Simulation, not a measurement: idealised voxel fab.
Presented below is a process module, voxel transistor to metal.
Xsec cut, 300 nm wide, square cell size 5 nm.
Format of a cross-section: grid, square cells. Given as bands. Order: top down. Band: one or more rows of cells.
The band entry comprises the height of the band's top followed by the height of its bottom, expressed in nm, and subsequently the band's materials from left to right, each stated together with its width in nm. Where a single material is marked with the word "throughout", that material fills the band from edge to edge. The word "empty" represents empty space.
Convention: height 0 is the level below which the wafer, as received, is all one material. The lowest band does not terminate at the bottom but continues downward, represented as "0 and below".
Width: "30 to 40" (first number = top row, second number = bottom row, same change from row to row of cells).
It should be understood that the words "remained unchanged", when stated for a given step, signify that the cross-section underwent no change in any of its cells during that step.
Any empty space of 8 cells or more lacking an open way to the top shows up in "Trapped void list" as width x height at distance, distance from the left edge, in nm.
What comes after the settings on a step's line is commentary from the simulator itself on that step.
overlay nm: where the mask lay relative to plan, measured to the right, on steps with a mask; negatives go left.
The planned process steps are enumerated hereunder
| 1 | RECEIVE | material Si |
| 2 | CONFORMAL_DEP | material SiO2 | thk nm 5 |
| 3 | CONFORMAL_DEP | material SiN | thk nm 15 |
| 4 | PATTERN | tone cover | mask id ACTIVE | material resist | width nm 100 | pitch nm 125 | thk nm 15 | overlay nm 0 |
| 5 | DIRECTIONAL_ETCH | etch materials SiN | depth nm 15 |
| 6 | DIRECTIONAL_ETCH | etch materials SiO2 | depth nm 5 |
| 7 | DIRECTIONAL_ETCH | etch materials Si | depth nm 20 |
| 8 | STRIP | etch materials resist |
| 9 | FILL_DEP | material SiO2 | thk nm 10 |
| 10 | CMP | height nm 20 |
| 11 | SELECTIVE_ETCH | etch materials SiO2 | depth nm 15 |
| 12 | STRIP | etch materials SiN |
| 13 | SELECTIVE_ETCH | etch materials SiO2 | depth nm 5 |
| 14 | OXIDIZE | depth nm 5 |
| 15 | DIRECTIONAL_DEP | material polySi | thk nm 30 |
| 16 | DIRECTIONAL_DEP | material SiCN | thk nm 10 |
| 17 | PATTERN | tone cover | mask id GATE | material resist | width nm 20 | pitch nm 125 | thk nm 20 | overlay nm 0 |
| 18 | DIRECTIONAL_ETCH | etch materials SiCN | depth nm 20 |
| 19 | DIRECTIONAL_ETCH | etch materials polySi | depth nm 40 |
| 20 | STRIP | etch materials resist |
| 21 | CONFORMAL_DEP | material SiO2 | thk nm 5 |
| 22 | DIRECTIONAL_ETCH | etch materials SiO2 | depth nm 5 |
| 23 | CONFORMAL_DEP | material SiN | thk nm 5 |
| 24 | DIRECTIONAL_ETCH | etch materials SiN | depth nm 5 |
| 25 | DIRECTIONAL_ETCH | etch materials SiO2 | depth nm 5 |
| 26 | DIRECTIONAL_ETCH | etch materials Si | depth nm 10 |
| 27 | EPI | material pSi | thk nm 15 |
| 28 | FILL_DEP | material SiO2 | thk nm 10 |
| 29 | CMP | height nm 40 |
| 30 | DIRECTIONAL_DEP | material SiO2 | thk nm 10 |
| 31 | PATTERN | tone open | mask id CONTACT | material resist | width nm 30 | thk nm 20 | overlay nm 0 |
| 32 | DIRECTIONAL_ETCH | etch materials SiO2 | depth nm 50 |
| 33 | STRIP | etch materials resist |
| 34 | CONFORMAL_DEP | material TiN | thk nm 5 |
| 35 | FILL_DEP | material Ru | thk nm 5 |
| 36 | CMP | height nm 50 |
| 37 | DIRECTIONAL_DEP | material TiN | thk nm 5 |
| 38 | DIRECTIONAL_DEP | material W | thk nm 25 |
| 39 | DIRECTIONAL_DEP | material aC | thk nm 10 |
| 40 | PATTERN | tone cover | mask id METAL_1 | material resist | width nm 15 | thk nm 30 | overlay nm 0 |
| 41 | DIRECTIONAL_ETCH | etch materials aC | depth nm 10 |
| 42 | STRIP | etch materials resist |
| 43 | DIRECTIONAL_ETCH | etch materials W | depth nm 25 |
| 44 | DIRECTIONAL_ETCH | etch materials TiN | depth nm 5 |
| 45 | STRIP | etch materials aC |
| 46 | CONFORMAL_DEP | material SiCN | thk nm 5 |
| 47 | FILL_DEP | material SiO2 | thk nm 10 |
| 48 | CMP | height nm 80 |
| 49 | CONFORMAL_DEP | material SiCN | thk nm 5 |
Cross-sectional view of the wafer in its as-received condition, corresponding to the state after step 1
0 and below | Si throughout
Trapped void list: none
Module complete - cross-section of the first of two wafers, run according to plan
85 down to 80 | SiCN throughout
80 down to 55 | 35 of SiO2; 5 of SiCN; 15 of W; 5 of SiCN; 50 of SiO2; 5 of SiCN; 15 of W; 5 of SiCN; 25 of SiO2; 5 of SiCN; 15 of W; 5 of SiCN; 50 of SiO2; 5 of SiCN; 15 of W; 5 of SiCN; 40 of SiO2
55 down to 50 | 40 of SiCN; 15 of TiN; 60 of SiCN; 15 of TiN; 35 of SiCN; 15 of TiN; 60 of SiCN; 15 of TiN; 45 of SiCN
50 down to 40 | 40 of SiO2; 5 of TiN; 20 to 15 of Ru; 5 to 10 of TiN; 30 of SiO2; 5 to 10 of TiN; 20 to 15 of Ru; 5 of TiN; 35 of SiO2; 5 of TiN; 20 to 15 of Ru; 5 to 10 of TiN; 30 of SiO2; 5 to 10 of TiN; 20 to 15 of Ru; 5 of TiN; 45 of SiO2
40 down to 30 | 40 of SiO2; 5 of TiN; 15 of Ru; 5 of TiN; 5 of SiN; 5 of SiO2; 20 of SiCN; 5 of SiO2; 5 of SiN; 5 of TiN; 15 of Ru; 5 of TiN; 35 of SiO2; 5 of TiN; 15 of Ru; 5 of TiN; 5 of SiN; 5 of SiO2; 20 of SiCN; 5 of SiO2; 5 of SiN; 5 of TiN; 15 of Ru; 5 of TiN; 45 of SiO2
30 down to 15 | 40 of SiO2; 5 of TiN; 15 of Ru; 5 of TiN; 5 of SiN; 5 of SiO2; 20 of polySi; 5 of SiO2; 5 of SiN; 5 of TiN; 15 of Ru; 5 of TiN; 35 of SiO2; 5 of TiN; 15 of Ru; 5 of TiN; 5 of SiN; 5 of SiO2; 20 of polySi; 5 of SiO2; 5 of SiN; 5 of TiN; 15 of Ru; 5 of TiN; 45 of SiO2
15 down to 10 | 40 of SiO2; 25 of TiN; 5 of SiN; 5 of SiO2; 20 of polySi; 5 of SiO2; 5 of SiN; 25 of TiN; 35 of SiO2; 25 of TiN; 5 of SiN; 5 of SiO2; 20 of polySi; 5 of SiO2; 5 of SiN; 25 of TiN; 45 of SiO2
10 down to 0 | 40 of SiO2; 10 of TiN; 15 of pSi; 5 of SiN; 5 of SiO2; 20 of polySi; 5 of SiO2; 5 of SiN; 15 of pSi; 10 of TiN; 35 of SiO2; 10 of TiN; 15 of pSi; 5 of SiN; 5 of SiO2; 20 of polySi; 5 of SiO2; 5 of SiN; 15 of pSi; 10 of TiN; 45 of SiO2
0 down to -5 | 30 of SiO2; 35 of pSi; 40 of SiO2; 35 of pSi; 15 of SiO2; 35 of pSi; 40 of SiO2; 35 of pSi; 35 of SiO2
-5 down to -15 | 35 of SiO2; 30 of pSi; 40 of Si; 30 of pSi; 25 of SiO2; 30 of pSi; 40 of Si; 30 of pSi; 40 of SiO2
-15 down to -20 | 35 of SiO2; 100 of Si; 25 of SiO2; 100 of Si; 40 of SiO2
-20 and below | Si throughout
Trapped void list: none
So this is wafer number two of the two, cut at the end of the module - it started where the first did and had the same plan, we just got one thing wrong running it
85 down to 80 | SiCN throughout
80 down to 55 | 35 of SiO2; 5 of SiCN; 15 of W; 5 of SiCN; 50 of SiO2; 5 of SiCN; 15 of W; 5 of SiCN; 25 of SiO2; 5 of SiCN; 15 of W; 5 of SiCN; 50 of SiO2; 5 of SiCN; 15 of W; 5 of SiCN; 40 of SiO2
55 down to 50 | 40 of SiCN; 15 of TiN; 60 of SiCN; 15 of TiN; 35 of SiCN; 15 of TiN; 60 of SiCN; 15 of TiN; 45 of SiCN
50 down to 40 | 40 of SiO2; 5 of TiN; 20 to 15 of Ru; 5 to 10 of TiN; 30 of SiO2; 5 to 10 of TiN; 20 to 15 of Ru; 5 of TiN; 35 of SiO2; 5 of TiN; 20 to 15 of Ru; 5 to 10 of TiN; 30 of SiO2; 5 to 10 of TiN; 20 to 15 of Ru; 5 of TiN; 45 of SiO2
40 down to 30 | 40 of SiO2; 5 of TiN; 15 of Ru; 5 of TiN; 5 of SiN; 5 of SiO2; 20 of SiCN; 5 of SiO2; 5 of SiN; 5 of TiN; 15 of Ru; 5 of TiN; 35 of SiO2; 5 of TiN; 15 of Ru; 5 of TiN; 5 of SiN; 5 of SiO2; 20 of SiCN; 5 of SiO2; 5 of SiN; 5 of TiN; 15 of Ru; 5 of TiN; 45 of SiO2
30 down to 15 | 40 of SiO2; 5 of TiN; 15 of Ru; 5 of TiN; 5 of SiN; 5 of SiO2; 20 of polySi; 5 of SiO2; 5 of SiN; 5 of TiN; 15 of Ru; 5 of TiN; 35 of SiO2; 5 of TiN; 15 of Ru; 5 of TiN; 5 of SiN; 5 of SiO2; 20 of polySi; 5 of SiO2; 5 of SiN; 5 of TiN; 15 of Ru; 5 of TiN; 45 of SiO2
15 down to 10 | 40 of SiO2; 25 of TiN; 5 of SiN; 5 of SiO2; 20 of polySi; 5 of SiO2; 5 of SiN; 25 of TiN; 35 of SiO2; 25 of TiN; 5 of SiN; 5 of SiO2; 20 of polySi; 5 of SiO2; 5 of SiN; 25 of TiN; 45 of SiO2
10 down to 0 | 40 of SiO2; 10 of TiN; 15 of pSi; 5 of SiN; 5 of SiO2; 20 of polySi; 5 of SiO2; 5 of SiN; 15 of pSi; 10 of TiN; 35 of SiO2; 10 of TiN; 15 of pSi; 5 of SiN; 5 of SiO2; 20 of polySi; 5 of SiO2; 5 of SiN; 15 of pSi; 10 of TiN; 45 of SiO2
0 down to -5 | 30 of SiO2; 35 of pSi; 40 of SiO2; 35 of pSi; 15 of SiO2; 35 of pSi; 40 of SiO2; 35 of pSi; 35 of SiO2
-5 down to -15 | 35 of SiO2; 30 of pSi; 40 of Si; 30 of pSi; 25 of SiO2; 30 of pSi; 40 of Si; 30 of pSi; 40 of SiO2
-15 down to -40 | 35 of SiO2; 100 of Si; 25 of SiO2; 100 of Si; 40 of SiO2
-40 and below | Si throughout
Trapped void list: none
Error vs. plan: step 7 of the plan was carried out twice
Upon completion, the second wafer contains, in terms of cells, a greater or smaller amount of certain materials than the first wafer: Si: 80 fewer, SiO2: 80 more
